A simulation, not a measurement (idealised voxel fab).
The process module that follows is named voxel transistor to metal.
The cross-section on display is named cut; it measures 140 nm wide, and its cells are 5 nm squares.
Each cross-section below is a grid of square cells, stated as bands in top-down order, with one or more rows of cells making up each band.
Band: top and bottom heights (nm) first, top before bottom; then materials from left to right, widths in nm. "everywhere" marks a sole material filling the band edge to edge. "blank" denotes empty space.
A quick word on heights: they are counted from 0, and under that level the wafer as it came to us is one material throughout. The lowest band is different from the rest in having no bottom; it simply continues downward, written as in "0 and below".
The two numbers in a width such as "30->40" mark its ends across the band: the first belongs to the top row of cells, the second to the bottom row, and from each row to the next the width moves by the same amount.
"everything unchanged" -> step changed no cross-section cell.
Heads up: "Closed internal cavities" only lists the empty pockets with no open path to the top that are 8 cells or more, and it writes them as width x height at distance, distance from the left edge, in nm.
On each step's line, the part that comes after the settings is the simulator's own comment on the step.
A step line may carry the setting "overlay nm", which, for steps involving a mask, states the distance by which the mask lay to the right of its intended position; negative values denote displacement to the left.

# This section lists the process steps that were planned
step 1: RECEIVE (material Si)
step 2: CONFORMAL_DEP (material SiO2; thk nm 5)
step 3: CONFORMAL_DEP (material SiN; thk nm 15)
step 4: PATTERN (tone cover; mask id ACTIVE; material resist; width nm 105; thk nm 20; overlay nm 0)
step 5: DIRECTIONAL_ETCH (etch materials SiN; depth nm 15)
step 6: DIRECTIONAL_ETCH (etch materials SiO2; depth nm 5)
step 7: DIRECTIONAL_ETCH (etch materials Si; depth nm 30)
step 8: STRIP (etch materials resist)
step 9: FILL_DEP (material SiO2; thk nm 5)
step 10: CMP (height nm 20)
step 11: SELECTIVE_ETCH (etch materials SiO2; depth nm 5)
step 12: STRIP (etch materials SiN)
step 13: SELECTIVE_ETCH (etch materials SiO2; depth nm 5)
step 14: OXIDIZE (depth nm 5)
step 15: DIRECTIONAL_DEP (material polySi; thk nm 25)
step 16: DIRECTIONAL_DEP (material SiCN; thk nm 10)
step 17: DIRECTIONAL_DEP (material aC; thk nm 15)
step 18: PATTERN (tone cover; mask id GATE; material resist; width nm 15; thk nm 30; overlay nm 0)
step 19: DIRECTIONAL_ETCH (etch materials aC; depth nm 15)
step 20: STRIP (etch materials resist)
step 21: DIRECTIONAL_ETCH (etch materials SiCN; depth nm 20)
step 22: DIRECTIONAL_ETCH (etch materials polySi; depth nm 35)
step 23: STRIP (etch materials aC)
step 24: CONFORMAL_DEP (material SiN; thk nm 10)
step 25: DIRECTIONAL_ETCH (etch materials SiN; depth nm 10)
step 26: DIRECTIONAL_ETCH (etch materials SiO2; depth nm 5)
step 27: EPI (material pSi; thk nm 5)
step 28: FILL_DEP (material SiO2; thk nm 5)
step 29: CMP (height nm 35)
step 30: DIRECTIONAL_DEP (material SiO2; thk nm 10)
step 31: DIRECTIONAL_DEP (material aC; thk nm 15)
step 32: PATTERN (tone open; mask id CONTACT; material resist; width nm 20; pitch nm 65; thk nm 30; overlay nm 0)
step 33: DIRECTIONAL_ETCH (etch materials aC; depth nm 15)
step 34: STRIP (etch materials resist)
step 35: DIRECTIONAL_ETCH (etch materials SiO2; depth nm 45)
step 36: STRIP (etch materials aC)
step 37: CONFORMAL_DEP (material TiN; thk nm 5)
step 38: FILL_DEP (material W; thk nm 5)
step 39: CMP (height nm 45)
step 40: DIRECTIONAL_DEP (material TiN; thk nm 5)
step 41: DIRECTIONAL_DEP (material W; thk nm 20)
step 42: MASKED_ETCH (tone cover; mask id METAL_1; width nm 20; pitch nm 65; etch materials W; depth nm 20; overlay nm 0)
step 43: MASKED_ETCH (tone cover; mask id METAL_1; width nm 20; pitch nm 65; etch materials TiN; depth nm 5; overlay nm 0)
step 44: CONFORMAL_DEP (material SiCN; thk nm 5)
step 45: FILL_DEP (material SiO2; thk nm 10)
step 46: CMP (height nm 70)
step 47: CONFORMAL_DEP (material SiCN; thk nm 5)

# As-received wafer cross-section (after step 1)
	0 and below  Si everywhere
	Closed internal cavities: none

# Here's the wafer cut in cross-section after the module, started and planned just like above, except one thing was done wrong in the run
	75 down to 70  SiCN everywhere
	70 down to 50  SiO2: 20 / SiCN: 5 / W: 20 / SiCN: 5 / SiO2: 35 / SiCN: 5 / W: 20 / SiCN: 5 / SiO2: 25
	50 down to 45  SiCN: 25 / TiN: 20 / SiCN: 45 / TiN: 20 / SiCN: 30
	45 down to 35  SiO2: 25 / TiN: 5 / W: 10 / TiN: 5 / SiO2: 45 / TiN: 5 / W: 10 / TiN: 5 / SiO2: 30
	35 down to 25  SiO2: 25 / TiN: 5 / W: 10 / TiN: 5 / SiO2: 5 / SiN: 10 / SiCN: 15 / SiN: 10 / SiO2: 5 / TiN: 5 / W: 10 / TiN: 5 / SiO2: 30
	25 down to 10  SiO2: 25 / TiN: 5 / W: 10 / TiN: 5 / SiO2: 5 / SiN: 10 / polySi: 15 / SiN: 10 / SiO2: 5 / TiN: 5 / W: 10 / TiN: 5 / SiO2: 30
	10 down to 5  SiO2: 10 / SiN: 10 / SiO2: 5 / TiN: 5 / W: 10 / TiN: 5 / SiO2: 5 / SiN: 10 / polySi: 15 / SiN: 10 / SiO2: 5 / TiN: 5 / W: 10 / TiN: 5 / SiO2: 5 / SiN: 10 / SiO2: 15
	5 down to 0  SiO2: 10 / SiN: 10 / SiO2: 5 / TiN: 20 / SiO2: 5 / SiN: 10 / polySi: 15 / SiN: 10 / SiO2: 5 / TiN: 20 / SiO2: 5 / SiN: 10 / SiO2: 15
	0 down to -5  SiO2: 20 / pSi: 30 / SiO2: 35 / pSi: 30 / SiO2: 25
	-5 down to -60  SiO2: 15 / Si: 105 / SiO2: 20
	-60 and below  Si everywhere
	Closed internal cavities: none
It is concluded that the wafer was processed incorrectly with respect to the plan, in that plan step 7 ran twice
